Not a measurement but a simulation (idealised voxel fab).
Module name: voxel gate over fins (process module)
Pictured: cross-section cut, 220 nm wide, on a grid of 5 nm square cells.
Notation: cross-section as square-cell grid; stated in bands, top first, going down; one or more cell rows per band.
Top height, bottom height, nm. Materials left to right, width each, nm. Single material + "full width" = fills band edge to edge. "empty" = empty.
All heights in this document are referenced to 0, defined as the level beneath which the wafer, as received, consists entirely of one material. The lowest band is not bounded below; it extends indefinitely downward and is written in the form "0..down".
It should be noted that a width expressed as "30->40" varies in equal increments from row to row of cells within the band, taking the value of the first number at the top row and that of the second number at the bottom row.
The designation "no alteration", where it is given for a processing step, indicates that no cell of the cross-section was altered in the course of that step.
"Closed internal cavities" specifies each empty space that is not open to the top and that occupies no fewer than 8 cells, using the form width x height at distance, the distance measured from the left edge and all three quantities in nm.
Where a step's line continues beyond its settings, the continuation is a remark by the simulator itself on that step.
overlay nm: right-of-plan distance of the mask on a masked step; negative values mean left-of-plan.

The planned process steps are enumerated hereunder
1. RECEIVE (material Si)
2. CONFORMAL_DEP (material SiN; thk nm 5)
3. MASKED_ETCH (tone cover; mask id FINS; width nm 15; pitch nm 50; etch materials SiN; depth nm 5; overlay nm 0)
4. MASKED_ETCH (tone cover; mask id FINS; width nm 15; pitch nm 50; etch materials Si; depth nm 40; overlay nm 0)
5. FILL_DEP (material SiO2; thk nm 5)
6. CMP (height nm 5)
7. PATTERN (tone open; mask id RAIL; material resist; width nm 15; thk nm 15; overlay nm 0)
8. DIRECTIONAL_ETCH (etch materials SiO2; depth nm 40)
9. STRIP (etch materials resist)
10. CONFORMAL_DEP (material TiN; thk nm 5)
11. FILL_DEP (material Ru; thk nm 10)
12. CMP (height nm 5)
13. SELECTIVE_ETCH (etch materials W Ru TiN; depth nm 30)
14. FILL_DEP (material SiO2; thk nm 5)
15. CMP (height nm 5)
16. SELECTIVE_ETCH (etch materials SiO2; depth nm 20)
17. STRIP (etch materials SiN)
18. CONFORMAL_DEP (material HfO2; thk nm 5)
19. CONFORMAL_DEP (material TiN; thk nm 5)
20. CONFORMAL_DEP (material TiAl; thk nm 5)
21. CONFORMAL_DEP (material TiN; thk nm 5)
22. FILL_DEP (material W; thk nm 15)
23. CMP (height nm 30)
24. CONFORMAL_DEP (material SiN; thk nm 5)

Wafer cross-section on receipt, i.e. after step 1
0..down  Si full width
Closed internal cavities: none

Post-module cross-section: identical start and plan to those above, one misstep in execution
35..30  SiN full width
30..20  W full width
20..15  W=30, TiN=155, W=35
15..10  W=30, TiN=5, TiAl=45, TiN=5, TiAl=45, TiN=5, TiAl=45, TiN=5, W=35
10..5  W=30, TiN=5, TiAl=5, TiN=35, TiAl=5, TiN=5, TiAl=5, TiN=35, TiAl=5, TiN=5, TiAl=5, TiN=35, TiAl=5, TiN=5, W=35
5..0  TiN=35, TiAl=5, TiN=5, HfO2=25, TiN=5, TiAl=5, TiN=5, TiAl=5, TiN=5, HfO2=25, TiN=5, TiAl=5, TiN=5, TiAl=5, TiN=5, HfO2=25, TiN=5, TiAl=5, TiN=40
0..-5  TiAl=40, TiN=5, HfO2=5, Si=15, HfO2=5, TiN=5, TiAl=15, TiN=5, HfO2=5, Si=15, HfO2=5, TiN=5, TiAl=15, TiN=5, HfO2=5, Si=15, HfO2=5, TiN=5, TiAl=45
-5..-10  TiN=45, HfO2=5, Si=15, HfO2=5, TiN=25, HfO2=5, Si=15, HfO2=5, TiN=25, HfO2=5, Si=15, HfO2=5, TiN=50
-10..-15  HfO2=50, Si=15, HfO2=35, Si=15, HfO2=35, Si=15, HfO2=55
-15..-25  SiO2=50, Si=15, SiO2=35, Si=15, SiO2=35, Si=15, SiO2=55
-25..-30  Ru=45, TiN=5, Si=15, TiN=10, SiO2=15, TiN=10, Si=15, TiN=5, Ru=25, TiN=5, Si=15, TiN=5, Ru=50
-30..-35  TiN=50, Si=15, TiN=10, SiO2=15, TiN=10, Si=15, TiN=35, Si=15, TiN=55
-35..-40  SiO2=50, Si=15, SiO2=35, Si=15, SiO2=35, Si=15, SiO2=55
-40..down  Si full width
Closed internal cavities: none
Here's what went sideways: for step 7, the planned setting was not used; the step was instead run as PATTERN (tone cover; mask id RAIL; material resist; width nm 15; thk nm 15; overlay nm 0)
